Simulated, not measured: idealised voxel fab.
Module name: voxel wiring stack (process module)
Each square cell in cross-section cut measures 5 nm, and the section as a whole is 205 nm wide.
Cross-section = grid of square cells, listed top down in bands; band = one or more rows.
For a band, the entry starts with two heights in nm, that of the top and then that of the bottom, and carries on with the band's materials in order from left to right, each alongside its width in nm; the word "edge to edge" beside a single material means it fills the band edge to edge, and "empty" means empty space.
For the purposes of this specification, 0 denotes the height below which the wafer in its as-received condition is composed wholly of one material, and the lowermost band, lacking a lower limit, extends downward without end, as expressed in "0 down".
Think of "30 to 40" as a width that walks from the first number to the second as you go down the band, top row to bottom row, taking equal-sized steps from row to row.
"left unchanged" after a step means that no cell of the cross-section changed.
In the "Enclosed empty spaces" entry, you get each enclosed empty space of 8 cells or more, one with no open way to the top, written width x height at distance, distance from the left edge, in nm.
Step line, after settings: the simulator's comment on this step.
"overlay nm", when on a step's line for a step with a mask, measures how far to the right of its planned place the mask lay; a negative measure means to the left.

**Steps planned for the process**
1,RECEIVE (material Si)
2,CONFORMAL_DEP (material SiO2; thk nm 15)
3,DIRECTIONAL_DEP (material TiN; thk nm 5)
4,DIRECTIONAL_DEP (material W; thk nm 20)
5,PATTERN (tone cover; mask id METAL_1; material resist; width nm 30; pitch nm 45; thk nm 15; overlay nm 0)
6,DIRECTIONAL_ETCH (etch materials W; depth nm 20)
7,DIRECTIONAL_ETCH (etch materials TiN; depth nm 5)
8,STRIP (etch materials resist)
9,FILL_DEP (material lowk; thk nm 10)
10,CMP (height nm 40)
11,CONFORMAL_DEP (material SiCN; thk nm 5)
12,DIRECTIONAL_DEP (material lowk; thk nm 15)
13,DIRECTIONAL_DEP (material aC; thk nm 15)
14,PATTERN (tone open; mask id PLUG_1; material resist; width nm 15; pitch nm 45; thk nm 30; overlay nm 0)
15,DIRECTIONAL_ETCH (etch materials aC; depth nm 15)
16,STRIP (etch materials resist)
17,DIRECTIONAL_ETCH (etch materials lowk; depth nm 15)
18,DIRECTIONAL_ETCH (etch materials SiCN; depth nm 5)
19,STRIP (etch materials aC)
20,EPI (material Ru; thk nm 10)
21,EPI (material Ru; thk nm 10)
22,DIRECTIONAL_DEP (material TiN; thk nm 5)
23,DIRECTIONAL_DEP (material Ru; thk nm 25)
24,PATTERN (tone cover; mask id METAL_2; material resist; width nm 20; pitch nm 45; thk nm 15; overlay nm 0)
25,DIRECTIONAL_ETCH (etch materials Ru; depth nm 25)
26,DIRECTIONAL_ETCH (etch materials TiN; depth nm 5)
27,STRIP (etch materials resist)
28,FILL_DEP (material SiO2; thk nm 10)
29,CMP (height nm 90)
30,CONFORMAL_DEP (material SiCN; thk nm 5)
31,DIRECTIONAL_DEP (material SiO2; thk nm 15)
32,DIRECTIONAL_DEP (material aC; thk nm 15)
33,PATTERN (tone open; mask id PLUG_2; material resist; width nm 15; pitch nm 90; thk nm 35; overlay nm 0)
34,DIRECTIONAL_ETCH (etch materials aC; depth nm 15)
35,STRIP (etch materials resist)
36,DIRECTIONAL_ETCH (etch materials SiO2; depth nm 15)
37,DIRECTIONAL_ETCH (etch materials SiCN; depth nm 5)
38,STRIP (etch materials aC)
39,CONFORMAL_DEP (material TiN; thk nm 5)
40,FILL_DEP (material Ru; thk nm 5)
41,CMP (height nm 110)
42,DIRECTIONAL_DEP (material TiN; thk nm 5)
43,DIRECTIONAL_DEP (material Ru; thk nm 15)
44,MASKED_ETCH (tone cover; mask id METAL_3; width nm 30; pitch nm 45; etch materials Ru; depth nm 15; overlay nm 0)
45,MASKED_ETCH (tone cover; mask id METAL_3; width nm 30; pitch nm 45; etch materials TiN; depth nm 5; overlay nm 0)
46,CONFORMAL_DEP (material SiCN; thk nm 5)
47,FILL_DEP (material SiO2; thk nm 5)
48,CMP (height nm 130)
49,CONFORMAL_DEP (material SiN; thk nm 5)
Quick note for whoever runs this: the wafers start identical, but the width nm at step 24 isn't the same across them. The plan just shows what the first wafer had.

**As-received state after step 1, first of several wafers, cross-section**
    0 down | Si edge to edge
    Enclosed empty spaces: none

**Module end state after final step 49: cross-section of the first of several wafers**
    135 to 130 | SiN edge to edge
    130 to 115 | SiO2 15 | SiCN 5 | Ru 30 | SiCN 5 | SiO2 5 | SiCN 5 | Ru 30 | SiCN 5 | SiO2 5 | SiCN 5 | Ru 30 | SiCN 5 | SiO2 5 | SiCN 5 | Ru 30 | SiCN 5 | SiO2 15
    115 to 110 | SiCN 20 | TiN 30 | SiCN 15 | TiN 30 | SiCN 15 | TiN 30 | SiCN 15 | TiN 30 | SiCN 20
    110 to 95 | SiO2 20 | TiN 5 | Ru 5 | TiN 5 | SiO2 75 | TiN 5 | Ru 5 | TiN 5 | SiO2 80
    95 to 90 | SiCN 20 | TiN 15 | SiCN 75 | TiN 15 | SiCN 80
    90 to 65 | SiO2 25 | Ru 20 | SiO2 25 | Ru 20 | SiO2 25 | Ru 20 | SiO2 25 | Ru 20 | SiO2 25
    65 to 60 | SiO2 25 | TiN 20 | SiO2 25 | TiN 20 | SiO2 25 | TiN 20 | SiO2 25 | TiN 20 | SiO2 25
    60 to 45 | lowk 20 | Ru 15 | lowk 30 | Ru 15 | lowk 30 | Ru 15 | lowk 30 | Ru 15 | lowk 35
    45 to 40 | SiCN 20 | Ru 15 | SiCN 30 | Ru 15 | SiCN 30 | Ru 15 | SiCN 30 | Ru 15 | SiCN 35
    40 to 20 | lowk 20 | W 30 | lowk 15 | W 30 | lowk 15 | W 30 | lowk 15 | W 30 | lowk 20
    20 to 15 | lowk 20 | TiN 30 | lowk 15 | TiN 30 | lowk 15 | TiN 30 | lowk 15 | TiN 30 | lowk 20
    15 to 0 | SiO2 edge to edge
    0 down | Si edge to edge
    Enclosed empty spaces: none

**last wafer at the end**
    135 to 130 | SiN edge to edge
    130 to 115 | SiO2 15 | SiCN 5 | Ru 30 | SiCN 5 | SiO2 5 | SiCN 5 | Ru 30 | SiCN 5 | SiO2 5 | SiCN 5 | Ru 30 | SiCN 5 | SiO2 5 | SiCN 5 | Ru 30 | SiCN 5 | SiO2 15
    115 to 110 | SiCN 20 | TiN 30 | SiCN 15 | TiN 30 | SiCN 15 | TiN 30 | SiCN 15 | TiN 30 | SiCN 20
    110 to 95 | SiO2 20 | TiN 5 | Ru 5 | TiN 5 | SiO2 75 | TiN 5 | Ru 5 | TiN 5 | SiO2 80
    95 to 90 | SiCN 20 | TiN 15 | SiCN 75 | TiN 15 | SiCN 80
    90 to 65 | SiO2 20 | Ru 30 | SiO2 15 | Ru 30 | SiO2 15 | Ru 30 | SiO2 15 | Ru 30 | SiO2 20
    65 to 60 | SiO2 20 | TiN 30 | SiO2 15 | TiN 30 | SiO2 15 | TiN 30 | SiO2 15 | TiN 30 | SiO2 20
    60 to 45 | lowk 20 | Ru 15 | lowk 30 | Ru 15 | lowk 30 | Ru 15 | lowk 30 | Ru 15 | lowk 35
    45 to 40 | SiCN 20 | Ru 15 | SiCN 30 | Ru 15 | SiCN 30 | Ru 15 | SiCN 30 | Ru 15 | SiCN 35
    40 to 20 | lowk 20 | W 30 | lowk 15 | W 30 | lowk 15 | W 30 | lowk 15 | W 30 | lowk 20
    20 to 15 | lowk 20 | TiN 30 | lowk 15 | TiN 30 | lowk 15 | TiN 30 | lowk 15 | TiN 30 | lowk 20
    15 to 0 | SiO2 edge to edge
    0 down | Si edge to edge
    Enclosed empty spaces: none

**Table: wafers, a row each; end-of-module cell change per material since receipt, gain (+), loss (-); then closed voids**
width nm 20, +206 Ru, +105 SiCN, +41 SiN, +405 SiO2, +82 TiN, +96 W, +172 lowk, Enclosed empty spaces: none
width nm 25, +226 Ru, +105 SiCN, +41 SiN, +381 SiO2, +86 TiN, +96 W, +172 lowk, Enclosed empty spaces: none
width nm 30, +246 Ru, +105 SiCN, +41 SiN, +357 SiO2, +90 TiN, +96 W, +172 lowk, Enclosed empty spaces: none
